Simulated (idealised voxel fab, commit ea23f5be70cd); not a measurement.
process module | voxel self aligned vias
cross-section cut | 230 nm wide | cells 5 nm
A cross-section is a grid of square cells, given in bands from the top down. A band is one or more rows of cells.
Each band's line starts with the height of the band's top and of its bottom, in nm. Then come its materials from left to right, each with its width in nm. One material with "throughout" fills the band from edge to edge. "air" is empty space.
Height 0 is the level under which the wafer as received is all one material. The lowest band goes on downwards, as in "0 down".
A width such as "30 to 40" changes by the same amount from each row of cells to the next, from the band's top row to its bottom row.
"no change" after a step means that no cell of the cross-section changed.
closed voids: empty space of 8 cells or more with no open way to the top, each as width x height at its distance from the left edge, in nm
after a step's settings: what the simulator itself notes on the step
overlay nm, on a step with a mask: how far to the right of its planned place the mask lay; to the left if negative
plan
1 op RECEIVE | material Si
2 op CONFORMAL_DEP | material SiO2 | thk nm 15
3 op CONFORMAL_DEP | material SiCN | thk nm 5
4 op DIRECTIONAL_DEP | material SiO2 | thk nm 30
5 op MASKED_ETCH | tone open | mask id LINES | width nm 30 | pitch nm 65 | etch materials SiO2 | depth nm 30 | overlay nm 0
6 op CONFORMAL_DEP | material TiN | thk nm 5
7 op FILL_DEP | material Ru | thk nm 5
8 op CMP | height nm 50
9 op SELECTIVE_ETCH | etch materials W Ru TiN | depth nm 10
10 op FILL_DEP | material SiN | thk nm 5
11 op CMP | height nm 50
12 op DIRECTIONAL_DEP | material SiO2 | thk nm 20
13 op MASKED_ETCH | tone open | mask id VIAS | width nm 40 | pitch nm 130 | etch materials SiO2 | depth nm 20 | overlay nm 0
14 op MASKED_ETCH | tone open | mask id VIAS | width nm 40 | pitch nm 130 | etch materials SiN | depth nm 10 | overlay nm 0
15 op CONFORMAL_DEP | material TiN | thk nm 5
16 op FILL_DEP | material Ru | thk nm 5
17 op CMP | height nm 70
18 op CONFORMAL_DEP | material SiN | thk nm 5
first wafer, as planned
as received, after step 1
  0 down: Si throughout
  closed voids: none
after step 2
  15 to 0: SiO2 throughout
  below 0: unchanged
after step 3
  20 to 15: SiCN throughout
  below 15: unchanged
after step 4
  50 to 20: SiO2 throughout
  below 20: unchanged
after step 5
  50 to 20: SiO2 35 | air 30 | SiO2 35 | air 30 | SiO2 35 | air 30 | SiO2 35
  below 20: unchanged
after step 6
  55 to 50: TiN 40 | air 20 | TiN 45 | air 20 | TiN 45 | air 20 | TiN 40
  50 to 25: SiO2 35 | TiN 5 | air 20 | TiN 5 | SiO2 35 | TiN 5 | air 20 | TiN 5 | SiO2 35 | TiN 5 | air 20 | TiN 5 | SiO2 35
  25 to 20: SiO2 35 | TiN 30 | SiO2 35 | TiN 30 | SiO2 35 | TiN 30 | SiO2 35
  below 20: unchanged
after step 7
  60 to 55: Ru throughout
  55 to 50: TiN 40 | Ru 20 | TiN 45 | Ru 20 | TiN 45 | Ru 20 | TiN 40
  50 to 25: SiO2 35 | TiN 5 | Ru 20 | TiN 5 | SiO2 35 | TiN 5 | Ru 20 | TiN 5 | SiO2 35 | TiN 5 | Ru 20 | TiN 5 | SiO2 35
  below 25: unchanged
after step 8
  50 to 25: SiO2 35 | TiN 5 | Ru 20 | TiN 5 | SiO2 35 | TiN 5 | Ru 20 | TiN 5 | SiO2 35 | TiN 5 | Ru 20 | TiN 5 | SiO2 35
  below 25: unchanged
after step 9
  50 to 40: SiO2 35 | air 30 | SiO2 35 | air 30 | SiO2 35 | air 30 | SiO2 35
  below 40: unchanged
after step 10
  55 to 50: SiN throughout
  50 to 40: SiO2 35 | SiN 30 | SiO2 35 | SiN 30 | SiO2 35 | SiN 30 | SiO2 35
  below 40: unchanged
after step 11
  50 to 40: SiO2 35 | SiN 30 | SiO2 35 | SiN 30 | SiO2 35 | SiN 30 | SiO2 35
  below 40: unchanged
after step 12
  70 to 50: SiO2 throughout
  below 50: unchanged
after step 13
  70 to 50: SiO2 30 | air 40 | SiO2 90 | air 40 | SiO2 30
  below 50: unchanged
after step 14
  70 to 50: SiO2 30 | air 40 | SiO2 90 | air 40 | SiO2 30
  50 to 40: SiO2 35 | air 30 | SiO2 35 | SiN 30 | SiO2 35 | air 30 | SiO2 35
  below 40: unchanged
after step 15
  75 to 70: TiN 35 | air 30 | TiN 100 | air 30 | TiN 35
  70 to 55: SiO2 30 | TiN 5 | air 30 | TiN 5 | SiO2 90 | TiN 5 | air 30 | TiN 5 | SiO2 30
  55 to 50: SiO2 30 | TiN 10 | air 20 | TiN 10 | SiO2 90 | TiN 10 | air 20 | TiN 10 | SiO2 30
  50 to 45: SiO2 35 | TiN 5 | air 20 | TiN 5 | SiO2 35 | SiN 30 | SiO2 35 | TiN 5 | air 20 | TiN 5 | SiO2 35
  45 to 40: SiO2 35 | TiN 30 | SiO2 35 | SiN 30 | SiO2 35 | TiN 30 | SiO2 35
  below 40: unchanged
after step 16
  80 to 75: Ru throughout
  75 to 70: TiN 35 | Ru 30 | TiN 100 | Ru 30 | TiN 35
  70 to 55: SiO2 30 | TiN 5 | Ru 30 | TiN 5 | SiO2 90 | TiN 5 | Ru 30 | TiN 5 | SiO2 30
  55 to 50: SiO2 30 | TiN 10 | Ru 20 | TiN 10 | SiO2 90 | TiN 10 | Ru 20 | TiN 10 | SiO2 30
  50 to 45: SiO2 35 | TiN 5 | Ru 20 | TiN 5 | SiO2 35 | SiN 30 | SiO2 35 | TiN 5 | Ru 20 | TiN 5 | SiO2 35
  below 45: unchanged
after step 17
  70 to 55: SiO2 30 | TiN 5 | Ru 30 | TiN 5 | SiO2 90 | TiN 5 | Ru 30 | TiN 5 | SiO2 30
  below 55: unchanged
after step 18
  75 to 70: SiN throughout
  below 70: unchanged
second wafer: like start, like plan, one mistake. Through step 12 it matches the first wafer
when step 13 should have ended
  70 to 50: air 30 | SiO2 40 | air 90 | SiO2 40 | air 30
  below 50: unchanged
when step 14 should have ended: no change
when step 15 should have ended
  75 to 70: air 25 | TiN 50 | air 80 | TiN 50 | air 25
  70 to 55: air 25 | TiN 5 | SiO2 40 | TiN 5 | air 80 | TiN 5 | SiO2 40 | TiN 5 | air 25
  55 to 50: TiN 30 | SiO2 40 | TiN 90 | SiO2 40 | TiN 30
  below 50: unchanged
when step 16 should have ended
  80 to 75: Ru throughout
  75 to 70: Ru 25 | TiN 50 | Ru 80 | TiN 50 | Ru 25
  70 to 55: Ru 25 | TiN 5 | SiO2 40 | TiN 5 | Ru 80 | TiN 5 | SiO2 40 | TiN 5 | Ru 25
  below 55: unchanged
when step 17 should have ended
  70 to 55: Ru 25 | TiN 5 | SiO2 40 | TiN 5 | Ru 80 | TiN 5 | SiO2 40 | TiN 5 | Ru 25
  below 55: unchanged
when step 18 should have ended
  75 to 70: SiN throughout
  below 70: unchanged
what went wrong: step 13 ran as: op MASKED_ETCH | tone cover | mask id VIAS | width nm 40 | pitch nm 130 | etch materials SiO2 | depth nm 20 | overlay nm 0
at the end the second wafer has, in cells: 26 more of Ru | 24 more of SiN | 56 fewer of SiO2 | 6 more of TiN
